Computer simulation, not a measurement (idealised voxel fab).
Process module under the name voxel ribs on slabs
Square cells of 5 nm make up the cross-section cut, whose width is 200 nm.
Each cross-section below is a grid of square cells, stated as bands in top-down order, with one or more rows of cells making up each band.
Band: top height; bottom height; in nm. Then, left to right: material with width in nm, for each material. "full width": a single material spanning edge to edge. "air": empty space.
Height 0 is the level under which the wafer as received is all one material. The lowest band goes on downwards, as in "0..down".
You'd read "30..40" like this: the band's top row of cells is as wide as the first number, its bottom row is as wide as the second, and going down, every row changes width by the same amount as the row before did.
"no change" for a step: no cell of the cross-section changed in that step.
"Enclosed cavities" means: voids of 8 cells or more that are shut off from the top with no open way through. Written width x height at distance, distance from the left edge, in nm.
Where a step's line continues beyond its settings, the continuation is a remark by the simulator itself on that step.
The setting "overlay nm" may be written on the line of a step. When the step uses a mask, the value reports how far to the right of the planned place the mask lay, and a negative value reports that it lay to the left.
Process steps foreseen in the plan:
1: RECEIVE | material Si
2: DIRECTIONAL_DEP | material SiO2 | thk nm 30
3: DIRECTIONAL_DEP | material SiN | thk nm 15
4: PATTERN | tone cover | mask id RIB | material resist | width nm 30 | thk nm 20 | overlay nm 0
5: DIRECTIONAL_ETCH | etch materials SiN | depth nm 5
6: STRIP | etch materials resist
7: PATTERN | tone cover | mask id SLAB | material resist | width nm 70 | thk nm 20 | overlay nm 0
8: DIRECTIONAL_ETCH | etch materials SiN | depth nm 10
9: STRIP | etch materials resist
10: FILL_DEP | material SiO2 | thk nm 25
11: CMP | height nm 60
12: DIRECTIONAL_DEP | material TiN | thk nm 5
13: PATTERN | tone cover | mask id HEATER | material resist | width nm 30 | thk nm 15 | overlay nm 0
14: DIRECTIONAL_ETCH | etch materials TiN | depth nm 5
15: STRIP | etch materials resist
16: CONFORMAL_DEP | material SiO2 | thk nm 10
It is noted that the wafers described herein are identical at the outset and are distinguished by the width nm of step 13; the value stated in the plan corresponds to the first wafer.
First wafer of several, as received: cross-section after step 1:
	0..down  Si full width
	Enclosed cavities: none
For your reference, the table is organized with a row per wafer; each row reflects the wafer at the end of the module, indicating for each material the cells gained (+) or lost (-) since receipt, and thereafter its closed voids:
width nm 30 | +34 SiN | +530 SiO2 | +6 TiN | Enclosed cavities: none
width nm 35 | +34 SiN | +530 SiO2 | +7 TiN | Enclosed cavities: none
width nm 40 | +34 SiN | +530 SiO2 | +8 TiN | Enclosed cavities: none
width nm 45 | +34 SiN | +530 SiO2 | +9 TiN | Enclosed cavities: none
width nm 50 | +34 SiN | +530 SiO2 | +10 TiN | Enclosed cavities: none
width nm 55 | +34 SiN | +530 SiO2 | +11 TiN | Enclosed cavities: none
